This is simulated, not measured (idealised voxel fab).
process module | voxel self aligned contacts
cross-section cut | 205 nm wide | cells 5 nm
A cross-section is a grid of square cells, given in bands from the top down. A band is one or more rows of cells.
Each band's line starts with the height of the band's top and of its bottom, in nm. Then come its materials from left to right, each with its width in nm. One material with "throughout" fills the band from edge to edge. "air" is empty space.
Height 0 is the level under which the wafer as received is all one material. The lowest band goes on downwards, as in "0 down".
A width such as "30 to 40" changes by the same amount from each row of cells to the next, from the band's top row to its bottom row.
"no change" after a step means that no cell of the cross-section changed.
closed voids: empty space of 8 cells or more with no open way to the top, each as width x height at its distance from the left edge, in nm
after a step's settings: what the simulator itself notes on the step
overlay nm, on a step with a mask: how far to the right of its planned place the mask lay; to the left if negative
plan
1 op RECEIVE | material Si
2 op OXIDIZE | depth nm 5
3 op DIRECTIONAL_DEP | material polySi | thk nm 20
4 op DIRECTIONAL_DEP | material SiN | thk nm 15
5 op DIRECTIONAL_DEP | material aC | thk nm 10
6 op PATTERN | tone cover | mask id GATE | material resist | width nm 30 | pitch nm 55 | thk nm 25 | overlay nm 0
7 op DIRECTIONAL_ETCH | etch materials aC | depth nm 10
8 op STRIP | etch materials resist
9 op DIRECTIONAL_ETCH | etch materials SiN | depth nm 15
10 op DIRECTIONAL_ETCH | etch materials polySi | depth nm 20
11 op STRIP | etch materials aC
12 op CONFORMAL_DEP | material SiN | thk nm 5
13 op DIRECTIONAL_ETCH | etch materials SiN | depth nm 5
14 op FILL_DEP | material SiO2 | thk nm 15
15 op CMP | height nm 40
16 op DIRECTIONAL_DEP | material aC | thk nm 10
17 op PATTERN | tone open | mask id CONTACT | material resist | width nm 35 | pitch nm 55 | thk nm 30 | overlay nm 0
18 op DIRECTIONAL_ETCH | etch materials aC | depth nm 10
19 op STRIP | etch materials resist
20 op DIRECTIONAL_ETCH | etch materials SiO2 | depth nm 45
21 op STRIP | etch materials aC
22 op CONFORMAL_DEP | material TiN | thk nm 5
23 op FILL_DEP | material Ru | thk nm 10
24 op CMP | height nm 40
25 op CONFORMAL_DEP | material SiN | thk nm 5
varied across the wafers: thk nm of step 25. The plan shows the first wafer's value. All wafers start alike
first wafer as received, after step 1
  0 down: Si throughout
  closed voids: none
each wafer at the end: cells of each material gained (+) or lost (-) since it was received, then its closed voids
thk nm 5 | +16 Ru | -41 Si | +137 SiN | +139 SiO2 | +46 TiN | +72 polySi | closed voids: none
thk nm 10 | +16 Ru | -41 Si | +178 SiN | +139 SiO2 | +46 TiN | +72 polySi | closed voids: none
thk nm 15 | +16 Ru | -41 Si | +219 SiN | +139 SiO2 | +46 TiN | +72 polySi | closed voids: none
thk nm 20 | +16 Ru | -41 Si | +260 SiN | +139 SiO2 | +46 TiN | +72 polySi | closed voids: none
